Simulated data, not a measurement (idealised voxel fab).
Process module name: voxel wiring stack
In the cross-section labelled cut, the width is 230 nm and each square cell is 5 nm.
For the purposes of this document, a cross-section shall be understood as a grid of square cells, specified as bands listed in top-to-bottom order, each band consisting of one or more rows of cells.
Band entry format. Leading values: height of top, height of bottom, nm. Remainder: materials in left-to-right order, each with its width in nm. Special words: "all across" on a single material, which then fills the band edge to edge; "empty", empty space.
Heights from 0 (as-received wafer is one material below). Bottom band endless downward, as "top 0, no bottom".
The expression "30..40" gives the width at the extremes of the band, the first number at its top row of cells and the second at its bottom row, with the width changing by equal amounts from each row to the next in between.
No cell of the cross-section changed in a step that is given as "no modifications".
Empty spaces without an open route to the top, at least 8 cells in extent, make up the entry "Entrapped voids"; each is given as width x height at distance, where the distance is measured from the left edge, and all are in nm.
Anything after a step's settings on that line? It's the simulator's own note about the step.
overlay nm: how far to the right of its planned place the mask lay on this masked step (negative: to the left).
Reading key. Pairs: pre-step and post-step cross-section, one process step apart; post-step view only to lowest changed band. Step between + settings: beneath pair. Runs: pairs may be from different runs of this module, same starting wafer. Continuation from pair above: only where "Pre-processing view" entry says.
Pre-processing view:
- top 170, bottom 165: 55 TiN; 10 empty; 25 TiN; 10 empty; 25 TiN; 10 empty; 25 TiN; 10 empty; 60 TiN
- top 165, bottom 155: 50 lowk; 5 TiN; 10 empty; 5 TiN; 15 lowk; 5 TiN; 10 empty; 5 TiN; 15 lowk; 5 TiN; 10 empty; 5 TiN; 15 lowk; 5 TiN; 10 empty; 5 TiN; 55 lowk
- top 155, bottom 150: 50 lowk; 5 TiN; 5 empty; 10 TiN; 15 lowk; 5 TiN; 5 empty; 10 TiN; 15 lowk; 5 TiN; 5 empty; 10 TiN; 15 lowk; 5 TiN; 5 empty; 10 TiN; 55 lowk
- top 150, bottom 140: 50 lowk; 5 TiN; 5 empty; 5 TiN; 20 lowk; 5 TiN; 5 empty; 5 TiN; 20 lowk; 5 TiN; 5 empty; 5 TiN; 20 lowk; 5 TiN; 5 empty; 5 TiN; 60 lowk
- top 140, bottom 135: 50 SiCN; 15 TiN; 20 SiCN; 15 TiN; 20 SiCN; 15 TiN; 20 SiCN; 15 TiN; 60 SiCN
- top 135, bottom 115: 50 lowk; 5 TiN; 10 Cu; 5 TiN; 15 lowk; 5 TiN; 10 Cu; 5 TiN; 15 lowk; 5 TiN; 10 Cu; 5 TiN; 15 lowk; 5 TiN; 10 Cu; 5 TiN; 55 lowk
- top 115, bottom 110: 50 SiN; 20 TiN; 15 SiN; 20 TiN; 15 SiN; 20 TiN; 15 SiN; 20 TiN; 55 SiN
- top 110, bottom 90: 50 SiO2; 5 TiN; 5 Ru; 5 TiN; 55 SiO2; 5 TiN; 5 Ru; 5 TiN; 95 SiO2
- top 90, bottom 85: 50 SiCN; 15 TiN; 55 SiCN; 15 TiN; 95 SiCN
- top 85, bottom 70: 50 SiO2; 5 TiN; 10 Ru; 5 TiN; 15 SiO2; 5 TiN; 10 Ru; 5 TiN; 15 SiO2; 5 TiN; 10 Ru; 5 TiN; 15 SiO2; 5 TiN; 10 Ru; 5 TiN; 55 SiO2
- top 70, bottom 65: 50 SiCN; 20 TiN; 15 SiCN; 20 TiN; 15 SiCN; 20 TiN; 15 SiCN; 20 TiN; 55 SiCN
- top 65, bottom 45: 50 SiO2; 20 Ru; 50 SiO2; 20 Ru; 90 SiO2
- top 45, bottom 40: 50 SiCN; 15 Ru; 55 SiCN; 15 Ru; 95 SiCN
- top 40, bottom 15: 45 SiO2; 5 SiCN; 20 Ru; 5 SiCN; 5 SiO2; 5 SiCN; 20 Ru; 5 SiCN; 5 SiO2; 5 SiCN; 20 Ru; 5 SiCN; 5 SiO2; 5 SiCN; 20 Ru; 5 SiCN; 50 SiO2
- top 15, bottom 10: 50 SiCN; 20 TiN; 15 SiCN; 20 TiN; 15 SiCN; 20 TiN; 15 SiCN; 20 TiN; 55 SiCN
- top 10, bottom 0: SiO2 all across
- top 0, no bottom: Si all across
- Entrapped voids: none
Post-Process View:
- top 180, bottom 170: Cu all across
- top 170, bottom 165: 55 TiN; 10 Cu; 25 TiN; 10 Cu; 25 TiN; 10 Cu; 25 TiN; 10 Cu; 60 TiN
- top 165, bottom 155: 50 lowk; 5 TiN; 10 Cu; 5 TiN; 15 lowk; 5 TiN; 10 Cu; 5 TiN; 15 lowk; 5 TiN; 10 Cu; 5 TiN; 15 lowk; 5 TiN; 10 Cu; 5 TiN; 55 lowk
- top 155, bottom 150: 50 lowk; 5 TiN; 5 Cu; 10 TiN; 15 lowk; 5 TiN; 5 Cu; 10 TiN; 15 lowk; 5 TiN; 5 Cu; 10 TiN; 15 lowk; 5 TiN; 5 Cu; 10 TiN; 55 lowk
- top 150, bottom 140: 50 lowk; 5 TiN; 5 Cu; 5 TiN; 20 lowk; 5 TiN; 5 Cu; 5 TiN; 20 lowk; 5 TiN; 5 Cu; 5 TiN; 20 lowk; 5 TiN; 5 Cu; 5 TiN; 60 lowk
- Beneath the level 140, the cross-section is identical to its previous state.
- Entrapped voids: none
Between the two cross-sections shown above lies FILL_DEP [material Cu] [thk nm 10]
Pre-processing view: = after-state of the pair above.
Post-Process View:
- top 165, bottom 155: 50 lowk; 5 TiN; 10 Cu; 5 TiN; 15 lowk; 5 TiN; 10 Cu; 5 TiN; 15 lowk; 5 TiN; 10 Cu; 5 TiN; 15 lowk; 5 TiN; 10 Cu; 5 TiN; 55 lowk
- Beneath the level 155, the cross-section is identical to its previous state.
- Entrapped voids: none
Between the two cross-sections shown above lies CMP [height nm 165]
Pre-processing view: = after-state of the pair above.
Post-Process View:
- top 170, bottom 165: SiCN all across
- Beneath the level 165, the cross-section is identical to its previous state.
- Entrapped voids: none
Between the two cross-sections shown above lies CONFORMAL_DEP [material SiCN] [thk nm 5]
Pre-processing view:
- top 165, bottom 140: lowk all across
- top 140, bottom 135: SiCN all across
- top 135, bottom 115: 50 lowk; 5 TiN; 10 Cu; 5 TiN; 15 lowk; 5 TiN; 10 Cu; 5 TiN; 15 lowk; 5 TiN; 10 Cu; 5 TiN; 15 lowk; 5 TiN; 10 Cu; 5 TiN; 55 lowk
- top 115, bottom 110: 50 SiN; 20 TiN; 15 SiN; 20 TiN; 15 SiN; 20 TiN; 15 SiN; 20 TiN; 55 SiN
- top 110, bottom 90: 50 SiO2; 5 TiN; 5 Ru; 5 TiN; 55 SiO2; 5 TiN; 5 Ru; 5 TiN; 95 SiO2
- top 90, bottom 85: 50 SiCN; 15 TiN; 55 SiCN; 15 TiN; 95 SiCN
- top 85, bottom 70: 50 SiO2; 5 TiN; 10 Ru; 5 TiN; 15 SiO2; 5 TiN; 10 Ru; 5 TiN; 15 SiO2; 5 TiN; 10 Ru; 5 TiN; 15 SiO2; 5 TiN; 10 Ru; 5 TiN; 55 SiO2
- top 70, bottom 65: 50 SiCN; 20 TiN; 15 SiCN; 20 TiN; 15 SiCN; 20 TiN; 15 SiCN; 20 TiN; 55 SiCN
- top 65, bottom 45: 50 SiO2; 15 Ru; 55 SiO2; 15 Ru; 95 SiO2
- top 45, bottom 40: 50 SiCN; 15 Ru; 55 SiCN; 15 Ru; 95 SiCN
- top 40, bottom 15: 45 SiO2; 5 SiCN; 20 Ru; 5 SiCN; 5 SiO2; 5 SiCN; 20 Ru; 5 SiCN; 5 SiO2; 5 SiCN; 20 Ru; 5 SiCN; 5 SiO2; 5 SiCN; 20 Ru; 5 SiCN; 50 SiO2
- top 15, bottom 10: 50 SiCN; 20 TiN; 15 SiCN; 20 TiN; 15 SiCN; 20 TiN; 15 SiCN; 20 TiN; 55 SiCN
- top 10, bottom 0: SiO2 all across
- top 0, no bottom: Si all across
- Entrapped voids: none
Post-Process View:
- top 165, bottom 140: 60 lowk; 15 empty; 20 lowk; 15 empty; 20 lowk; 15 empty; 20 lowk; 15 empty; 50 lowk
- Beneath the level 140, the cross-section is identical to its previous state.
- Entrapped voids: none
Between the two cross-sections shown above lies MASKED_ETCH [tone open] [mask id METAL_4_HOLES] [width nm 15] [pitch nm 35] [etch materials lowk] [depth nm 25] [overlay nm 10]
Pre-processing view: = after-state of the pair above.
Post-Process View:
- top 165, bottom 150: 50 lowk; 25 empty; 10 lowk; 25 empty; 10 lowk; 25 empty; 10 lowk; 25 empty; 50 lowk
- Beneath the level 150, the cross-section is identical to its previous state.
- Entrapped voids: none
Between the two cross-sections shown above lies MASKED_ETCH [tone open] [mask id METAL_4] [width nm 20] [pitch nm 35] [etch materials lowk] [depth nm 15] [overlay nm 0]
Pre-processing view: = after-state of the pair above.
Post-Process View:
- top 165, bottom 150: 50 lowk; 25 empty; 10 lowk; 25 empty; 10 lowk; 25 empty; 10 lowk; 25 empty; 50 lowk
- top 150, bottom 140: 60 lowk; 15 empty; 20 lowk; 15 empty; 20 lowk; 15 empty; 20 lowk; 15 empty; 50 lowk
- top 140, bottom 135: 60 SiCN; 10 empty; 25 SiCN; 10 empty; 25 SiCN; 10 empty; 25 SiCN; 10 empty; 55 SiCN
- Beneath the level 135, the cross-section is identical to its previous state.
- Entrapped voids: none
Between the two cross-sections shown above lies MASKED_ETCH [tone open] [mask id METAL_4] [width nm 20] [pitch nm 35] [etch materials SiCN] [depth nm 5] [overlay nm 0]
Pre-processing view: = after-state of the pair above.
Post-Process View:
- top 170, bottom 165: 55 TiN; 15 empty; 20 TiN; 15 empty; 20 TiN; 15 empty; 20 TiN; 15 empty; 55 TiN
- top 165, bottom 155: 50 lowk; 5 TiN; 15 empty; 5 TiN; 10 lowk; 5 TiN; 15 empty; 5 TiN; 10 lowk; 5 TiN; 15 empty; 5 TiN; 10 lowk; 5 TiN; 15 empty; 5 TiN; 50 lowk
- top 155, bottom 145: 50..60 lowk; 15..5 TiN; 5 empty; 5 TiN; 10..20 lowk; 15..5 TiN; 5 empty; 5 TiN; 10..20 lowk; 15..5 TiN; 5 empty; 5 TiN; 10..20 lowk; 15..5 TiN; 5 empty; 5 TiN; 50 lowk
- top 145, bottom 140: 60 lowk; 15 TiN; 20 lowk; 15 TiN; 20 lowk; 15 TiN; 20 lowk; 15 TiN; 50 lowk
- top 140, bottom 135: 60 SiCN; 10 TiN; 25 SiCN; 10 TiN; 25 SiCN; 10 TiN; 25 SiCN; 10 TiN; 55 SiCN
- Beneath the level 135, the cross-section is identical to its previous state.
- Entrapped voids: none
Between the two cross-sections shown above lies CONFORMAL_DEP [material TiN] [thk nm 5]
Pre-processing view: = after-state of the pair above.
Post-Process View:
- top 180, bottom 170: Cu all across
- top 170, bottom 165: 55 TiN; 15 Cu; 20 TiN; 15 Cu; 20 TiN; 15 Cu; 20 TiN; 15 Cu; 55 TiN
- top 165, bottom 155: 50 lowk; 5 TiN; 15 Cu; 5 TiN; 10 lowk; 5 TiN; 15 Cu; 5 TiN; 10 lowk; 5 TiN; 15 Cu; 5 TiN; 10 lowk; 5 TiN; 15 Cu; 5 TiN; 50 lowk
- top 155, bottom 145: 50..60 lowk; 15..5 TiN; 5 Cu; 5 TiN; 10..20 lowk; 15..5 TiN; 5 Cu; 5 TiN; 10..20 lowk; 15..5 TiN; 5 Cu; 5 TiN; 10..20 lowk; 15..5 TiN; 5 Cu; 5 TiN; 50 lowk
- Beneath the level 145, the cross-section is identical to its previous state.
- Entrapped voids: none
Between the two cross-sections shown above lies FILL_DEP [material Cu] [thk nm 10]
Pre-processing view: = after-state of the pair above.
Post-Process View:
- top 165, bottom 155: 50 lowk; 5 TiN; 15 Cu; 5 TiN; 10 lowk; 5 TiN; 15 Cu; 5 TiN; 10 lowk; 5 TiN; 15 Cu; 5 TiN; 10 lowk; 5 TiN; 15 Cu; 5 TiN; 50 lowk
- Beneath the level 155, the cross-section is identical to its previous state.
- Entrapped voids: none
Between the two cross-sections shown above lies CMP [height nm 165]
Pre-processing view: = after-state of the pair above.
Post-Process View:
- top 170, bottom 165: SiCN all across
- Beneath the level 165, the cross-section is identical to its previous state.
- Entrapped voids: none
Between the two cross-sections shown above lies CONFORMAL_DEP [material SiCN] [thk nm 5]
Pre-processing view:
- top 140, bottom 135: SiCN all across
- top 135, bottom 115: 50 lowk; 5 TiN; 10 Cu; 5 TiN; 15 lowk; 5 TiN; 10 Cu; 5 TiN; 15 lowk; 5 TiN; 10 Cu; 5 TiN; 15 lowk; 5 TiN; 10 Cu; 5 TiN; 55 lowk
- top 115, bottom 110: 50 SiN; 20 TiN; 15 SiN; 20 TiN; 15 SiN; 20 TiN; 15 SiN; 20 TiN; 55 SiN
- top 110, bottom 90: 50 SiO2; 5 TiN; 5 Ru; 5 TiN; 55 SiO2; 5 TiN; 5 Ru; 5 TiN; 95 SiO2
- top 90, bottom 85: 50 SiCN; 15 TiN; 55 SiCN; 15 TiN; 95 SiCN
- top 85, bottom 70: 50 SiO2; 5 TiN; 10 Ru; 5 TiN; 15 SiO2; 5 TiN; 10 Ru; 5 TiN; 15 SiO2; 5 TiN; 10 Ru; 5 TiN; 15 SiO2; 5 TiN; 10 Ru; 5 TiN; 55 SiO2
- top 70, bottom 65: 50 SiCN; 20 TiN; 15 SiCN; 20 TiN; 15 SiCN; 20 TiN; 15 SiCN; 20 TiN; 55 SiCN
- top 65, bottom 45: 50 SiO2; 15 Ru; 55 SiO2; 15 Ru; 95 SiO2
- top 45, bottom 40: 50 SiCN; 15 Ru; 55 SiCN; 15 Ru; 95 SiCN
- top 40, bottom 15: 45 SiO2; 5 SiCN; 20 Ru; 5 SiCN; 5 SiO2; 5 SiCN; 20 Ru; 5 SiCN; 5 SiO2; 5 SiCN; 20 Ru; 5 SiCN; 5 SiO2; 5 SiCN; 20 Ru; 5 SiCN; 50 SiO2
- top 15, bottom 10: 50 SiCN; 20 TiN; 15 SiCN; 20 TiN; 15 SiCN; 20 TiN; 15 SiCN; 20 TiN; 55 SiCN
- top 10, bottom 0: SiO2 all across
- top 0, no bottom: Si all across
- Entrapped voids: none
Post-Process View:
- top 165, bottom 140: Cu all across
- Beneath the level 140, the cross-section is identical to its previous state.
- Entrapped voids: none
Between the two cross-sections shown above lies DIRECTIONAL_DEP [material Cu] [thk nm 25]
Pre-processing view: = after-state of the pair above.
Post-Process View:
- top 170, bottom 165: TiN all across
- Beneath the level 165, the cross-section is identical to its previous state.
- Entrapped voids: none
Between the two cross-sections shown above lies CONFORMAL_DEP [material TiN] [thk nm 5]
Pre-processing view: = after-state of the pair above.
Post-Process View:
- top 180, bottom 170: Cu all across
- Beneath the level 170, the cross-section is identical to its previous state.
- Entrapped voids: none
Between the two cross-sections shown above lies FILL_DEP [material Cu] [thk nm 10]
Pre-processing view: = after-state of the pair above.
Post-Process View:
- top 165, bottom 140: Cu all across
- Beneath the level 140, the cross-section is identical to its previous state.
- Entrapped voids: none
Between the two cross-sections shown above lies CMP [height nm 165]
Pre-processing view: = after-state of the pair above.
Post-Process View:
- top 170, bottom 165: SiCN all across
- Beneath the level 165, the cross-section is identical to its previous state.
- Entrapped voids: none
Between the two cross-sections shown above lies CONFORMAL_DEP [material SiCN] [thk nm 5]
Pre-processing view:
- top 110, bottom 90: SiO2 all across
- top 90, bottom 85: SiCN all across
- top 85, bottom 70: 50 SiO2; 5 TiN; 10 Ru; 5 TiN; 15 SiO2; 5 TiN; 10 Ru; 5 TiN; 15 SiO2; 5 TiN; 10 Ru; 5 TiN; 15 SiO2; 5 TiN; 10 Ru; 5 TiN; 55 SiO2
- top 70, bottom 65: 50 SiCN; 20 TiN; 15 SiCN; 20 TiN; 15 SiCN; 20 TiN; 15 SiCN; 20 TiN; 55 SiCN
- top 65, bottom 45: 50 SiO2; 15 Ru; 55 SiO2; 15 Ru; 95 SiO2
- top 45, bottom 40: 50 SiCN; 15 Ru; 55 SiCN; 15 Ru; 95 SiCN
- top 40, bottom 15: 45 SiO2; 5 SiCN; 20 Ru; 5 SiCN; 5 SiO2; 5 SiCN; 20 Ru; 5 SiCN; 5 SiO2; 5 SiCN; 20 Ru; 5 SiCN; 5 SiO2; 5 SiCN; 20 Ru; 5 SiCN; 50 SiO2
- top 15, bottom 10: 50 SiCN; 20 TiN; 15 SiCN; 20 TiN; 15 SiCN; 20 TiN; 15 SiCN; 20 TiN; 55 SiCN
- top 10, bottom 0: SiO2 all across
- top 0, no bottom: Si all across
- Entrapped voids: none
Post-Process View:
- top 130, bottom 110: 50 empty; 15 resist; 55 empty; 15 resist; 95 empty
- Beneath the level 110, the cross-section is identical to its previous state.
- Entrapped voids: none
Between the two cross-sections shown above lies PATTERN [tone cover] [mask id PLUG_2] [material resist] [width nm 15] [pitch nm 70] [thk nm 20] [overlay nm 0]
Pre-processing view: = after-state of the pair above.
Post-Process View:
- top 130, bottom 110: 50 empty; 15 resist; 55 empty; 15 resist; 95 empty
- top 110, bottom 90: 50 empty; 15 SiO2; 55 empty; 15 SiO2; 95 empty
- Beneath the level 90, the cross-section is identical to its previous state.
- Entrapped voids: none
Between the two cross-sections shown above lies DIRECTIONAL_ETCH [etch materials SiO2] [depth nm 20]
Pre-processing view: = after-state of the pair above.
Post-Process View:
- top 130, bottom 110: 50 empty; 15 resist; 55 empty; 15 resist; 95 empty
- top 110, bottom 90: 50 empty; 15 SiO2; 55 empty; 15 SiO2; 95 empty
- top 90, bottom 85: 50 empty; 15 SiCN; 55 empty; 15 SiCN; 95 empty
- Beneath the level 85, the cross-section is identical to its previous state.
- Entrapped voids: none
Between the two cross-sections shown above lies DIRECTIONAL_ETCH [etch materials SiCN] [depth nm 5]
Pre-processing view: = after-state of the pair above.
Post-Process View:
- top 110, bottom 90: 50 empty; 15 SiO2; 55 empty; 15 SiO2; 95 empty
- Beneath the level 90, the cross-section is identical to its previous state.
- Entrapped voids: none
Between the two cross-sections shown above lies STRIP [etch materials resist]
Pre-processing view: = after-state of the pair above.
Post-Process View:
- top 115, bottom 110: 45 empty; 25 TiN; 45 empty; 25 TiN; 90 empty
- top 110, bottom 90: 45 empty; 5 TiN; 15 SiO2; 5 TiN; 45 empty; 5 TiN; 15 SiO2; 5 TiN; 90 empty
- top 90, bottom 85: 50 TiN; 15 SiCN; 55 TiN; 15 SiCN; 95 TiN
- Beneath the level 85, the cross-section is identical to its previous state.
- Entrapped voids: none
Between the two cross-sections shown above lies CONFORMAL_DEP [material TiN] [thk nm 5]
Pre-processing view: = after-state of the pair above.
Post-Process View:
- top 120, bottom 115: Ru all across
- top 115, bottom 110: 45 Ru; 25 TiN; 45 Ru; 25 TiN; 90 Ru
- top 110, bottom 90: 45 Ru; 5 TiN; 15 SiO2; 5 TiN; 45 Ru; 5 TiN; 15 SiO2; 5 TiN; 90 Ru
- Beneath the level 90, the cross-section is identical to its previous state.
- Entrapped voids: none
Between the two cross-sections shown above lies FILL_DEP [material Ru] [thk nm 5]
Pre-processing view: = after-state of the pair above.
Post-Process View:
- top 110, bottom 90: 45 Ru; 5 TiN; 15 SiO2; 5 TiN; 45 Ru; 5 TiN; 15 SiO2; 5 TiN; 90 Ru
- Beneath the level 90, the cross-section is identical to its previous state.
- Entrapped voids: none
Between the two cross-sections shown above lies CMP [height nm 110]
Pre-processing view: = after-state of the pair above.
Post-Process View:
- top 115, bottom 110: SiN all across
- Beneath the level 110, the cross-section is identical to its previous state.
- Entrapped voids: none
Between the two cross-sections shown above lies CONFORMAL_DEP [material SiN] [thk nm 5]
Pre-processing view: = after-state of the pair above.
Post-Process View:
- top 135, bottom 115: lowk all across
- Beneath the level 115, the cross-section is identical to its previous state.
- Entrapped voids: none
Between the two cross-sections shown above lies DIRECTIONAL_DEP [material lowk] [thk nm 20]
Pre-processing view: = after-state of the pair above.
Post-Process View:
- top 150, bottom 135: 50 resist; 20 empty; 15 resist; 20 empty; 15 resist; 20 empty; 15 resist; 20 empty; 55 resist
- Beneath the level 135, the cross-section is identical to its previous state.
- Entrapped voids: none
Between the two cross-sections shown above lies PATTERN [tone open] [mask id METAL_3] [material resist] [width nm 20] [pitch nm 35] [thk nm 15] [overlay nm 0]
Pre-processing view: = after-state of the pair above.
Post-Process View:
- top 150, bottom 135: 50 resist; 20 empty; 15 resist; 20 empty; 15 resist; 20 empty; 15 resist; 20 empty; 55 resist
- top 135, bottom 115: 50 lowk; 20 empty; 15 lowk; 20 empty; 15 lowk; 20 empty; 15 lowk; 20 empty; 55 lowk
- Beneath the level 115, the cross-section is identical to its previous state.
- Entrapped voids: none
Between the two cross-sections shown above lies DIRECTIONAL_ETCH [etch materials lowk] [depth nm 20]
Pre-processing view: = after-state of the pair above.
Post-Process View:
- top 150, bottom 135: 50 resist; 20 empty; 15 resist; 20 empty; 15 resist; 20 empty; 15 resist; 20 empty; 55 resist
- top 135, bottom 115: 50 lowk; 20 empty; 15 lowk; 20 empty; 15 lowk; 20 empty; 15 lowk; 20 empty; 55 lowk
- top 115, bottom 110: 50 SiN; 20 empty; 15 SiN; 20 empty; 15 SiN; 20 empty; 15 SiN; 20 empty; 55 SiN
- Beneath the level 110, the cross-section is identical to its previous state.
- Entrapped voids: none
Between the two cross-sections shown above lies DIRECTIONAL_ETCH [etch materials SiN] [depth nm 5]
Pre-processing view: = after-state of the pair above.
Post-Process View:
- top 135, bottom 115: 50 lowk; 20 empty; 15 lowk; 20 empty; 15 lowk; 20 empty; 15 lowk; 20 empty; 55 lowk
- Beneath the level 115, the cross-section is identical to its previous state.
- Entrapped voids: none
Between the two cross-sections shown above lies STRIP [etch materials resist]
Pre-processing view: = after-state of the pair above.
Post-Process View:
- top 140, bottom 135: 55 TiN; 10 empty; 25 TiN; 10 empty; 25 TiN; 10 empty; 25 TiN; 10 empty; 60 TiN
- top 135, bottom 115: 50 lowk; 5 TiN; 10 empty; 5 TiN; 15 lowk; 5 TiN; 10 empty; 5 TiN; 15 lowk; 5 TiN; 10 empty; 5 TiN; 15 lowk; 5 TiN; 10 empty; 5 TiN; 55 lowk
- top 115, bottom 110: 50 SiN; 20 TiN; 15 SiN; 20 TiN; 15 SiN; 20 TiN; 15 SiN; 20 TiN; 55 SiN
- Beneath the level 110, the cross-section is identical to its previous state.
- Entrapped voids: none
Between the two cross-sections shown above lies CONFORMAL_DEP [material TiN] [thk nm 5]
Pre-processing view: = after-state of the pair above.
Post-Process View:
- top 145, bottom 140: Cu all across
- top 140, bottom 135: 55 TiN; 10 Cu; 25 TiN; 10 Cu; 25 TiN; 10 Cu; 25 TiN; 10 Cu; 60 TiN
- top 135, bottom 115: 50 lowk; 5 TiN; 10 Cu; 5 TiN; 15 lowk; 5 TiN; 10 Cu; 5 TiN; 15 lowk; 5 TiN; 10 Cu; 5 TiN; 15 lowk; 5 TiN; 10 Cu; 5 TiN; 55 lowk
- Beneath the level 115, the cross-section is identical to its previous state.
- Entrapped voids: none
Between the two cross-sections shown above lies FILL_DEP [material Cu] [thk nm 5]
Pre-processing view: = after-state of the pair above.
Post-Process View:
- top 135, bottom 115: 50 lowk; 5 TiN; 10 Cu; 5 TiN; 15 lowk; 5 TiN; 10 Cu; 5 TiN; 15 lowk; 5 TiN; 10 Cu; 5 TiN; 15 lowk; 5 TiN; 10 Cu; 5 TiN; 55 lowk
- Beneath the level 115, the cross-section is identical to its previous state.
- Entrapped voids: none
Between the two cross-sections shown above lies CMP [height nm 135]
Pre-processing view: = after-state of the pair above.
Post-Process View:
- top 140, bottom 135: SiCN all across
- Beneath the level 135, the cross-section is identical to its previous state.
- Entrapped voids: none
Between the two cross-sections shown above lies CONFORMAL_DEP [material SiCN] [thk nm 5]
Pre-processing view: = after-state of the pair above.
Post-Process View:
- top 165, bottom 140: lowk all across
- Beneath the level 140, the cross-section is identical to its previous state.
- Entrapped voids: none
Between the two cross-sections shown above lies DIRECTIONAL_DEP [material lowk] [thk nm 25]
Pre-processing view: = after-state of the pair above.
Post-Process View:
- top 165, bottom 140: 50 lowk; 15 empty; 20 lowk; 15 empty; 20 lowk; 15 empty; 20 lowk; 15 empty; 60 lowk
- Beneath the level 140, the cross-section is identical to its previous state.
- Entrapped voids: none
Between the two cross-sections shown above lies MASKED_ETCH [tone open] [mask id METAL_4_HOLES] [width nm 15] [pitch nm 35] [etch materials lowk] [depth nm 25] [overlay nm 0]
Pre-processing view: = after-state of the pair above.
Post-Process View:
- top 165, bottom 150: 50 lowk; 20 empty; 15 lowk; 20 empty; 15 lowk; 20 empty; 15 lowk; 20 empty; 55 lowk
- Beneath the level 150, the cross-section is identical to its previous state.
- Entrapped voids: none
Between the two cross-sections shown above lies MASKED_ETCH [tone open] [mask id METAL_4] [width nm 20] [pitch nm 35] [etch materials lowk] [depth nm 15] [overlay nm 0]
Pre-processing view: = after-state of the pair above.
Post-Process View:
- top 165, bottom 150: 50 lowk; 20 empty; 15 lowk; 20 empty; 15 lowk; 20 empty; 15 lowk; 20 empty; 55 lowk
- top 150, bottom 140: 50 lowk; 15 empty; 20 lowk; 15 empty; 20 lowk; 15 empty; 20 lowk; 15 empty; 60 lowk
- top 140, bottom 135: 50 SiCN; 15 empty; 20 SiCN; 15 empty; 20 SiCN; 15 empty; 20 SiCN; 15 empty; 60 SiCN
- Beneath the level 135, the cross-section is identical to its previous state.
- Entrapped voids: none
Between the two cross-sections shown above lies MASKED_ETCH [tone open] [mask id METAL_4] [width nm 20] [pitch nm 35] [etch materials SiCN] [depth nm 5] [overlay nm 0]
Pre-processing view: = after-state of the pair above.
Post-Process View:
- top 170, bottom 165: 55 TiN; 10 empty; 25 TiN; 10 empty; 25 TiN; 10 empty; 25 TiN; 10 empty; 60 TiN
- top 165, bottom 155: 50 lowk; 5 TiN; 10 empty; 5 TiN; 15 lowk; 5 TiN; 10 empty; 5 TiN; 15 lowk; 5 TiN; 10 empty; 5 TiN; 15 lowk; 5 TiN; 10 empty; 5 TiN; 55 lowk
- top 155, bottom 150: 50 lowk; 5 TiN; 5 empty; 10 TiN; 15 lowk; 5 TiN; 5 empty; 10 TiN; 15 lowk; 5 TiN; 5 empty; 10 TiN; 15 lowk; 5 TiN; 5 empty; 10 TiN; 55 lowk
- top 150, bottom 140: 50 lowk; 5 TiN; 5 empty; 5 TiN; 20 lowk; 5 TiN; 5 empty; 5 TiN; 20 lowk; 5 TiN; 5 empty; 5 TiN; 20 lowk; 5 TiN; 5 empty; 5 TiN; 60 lowk
- top 140, bottom 135: 50 SiCN; 15 TiN; 20 SiCN; 15 TiN; 20 SiCN; 15 TiN; 20 SiCN; 15 TiN; 60 SiCN
- Beneath the level 135, the cross-section is identical to its previous state.
- Entrapped voids: none
Between the two cross-sections shown above lies CONFORMAL_DEP [material TiN] [thk nm 5]
Pre-processing view: = after-state of the pair above.
Post-Process View:
- top 180, bottom 170: Cu all across
- top 170, bottom 165: 55 TiN; 10 Cu; 25 TiN; 10 Cu; 25 TiN; 10 Cu; 25 TiN; 10 Cu; 60 TiN
- top 165, bottom 155: 50 lowk; 5 TiN; 10 Cu; 5 TiN; 15 lowk; 5 TiN; 10 Cu; 5 TiN; 15 lowk; 5 TiN; 10 Cu; 5 TiN; 15 lowk; 5 TiN; 10 Cu; 5 TiN; 55 lowk
- top 155, bottom 150: 50 lowk; 5 TiN; 5 Cu; 10 TiN; 15 lowk; 5 TiN; 5 Cu; 10 TiN; 15 lowk; 5 TiN; 5 Cu; 10 TiN; 15 lowk; 5 TiN; 5 Cu; 10 TiN; 55 lowk
- top 150, bottom 140: 50 lowk; 5 TiN; 5 Cu; 5 TiN; 20 lowk; 5 TiN; 5 Cu; 5 TiN; 20 lowk; 5 TiN; 5 Cu; 5 TiN; 20 lowk; 5 TiN; 5 Cu; 5 TiN; 60 lowk
- Beneath the level 140, the cross-section is identical to its previous state.
- Entrapped voids: none
Between the two cross-sections shown above lies FILL_DEP [material Cu] [thk nm 10]
Pre-processing view: = after-state of the pair above.
Post-Process View:
- top 165, bottom 155: 50 lowk; 5 TiN; 10 Cu; 5 TiN; 15 lowk; 5 TiN; 10 Cu; 5 TiN; 15 lowk; 5 TiN; 10 Cu; 5 TiN; 15 lowk; 5 TiN; 10 Cu; 5 TiN; 55 lowk
- Beneath the level 155, the cross-section is identical to its previous state.
- Entrapped voids: none
Between the two cross-sections shown above lies CMP [height nm 165]
Pre-processing view: = after-state of the pair above.
Post-Process View:
- top 170, bottom 165: SiCN all across
- Beneath the level 165, the cross-section is identical to its previous state.
- Entrapped voids: none
Between the two cross-sections shown above lies CONFORMAL_DEP [material SiCN] [thk nm 5]
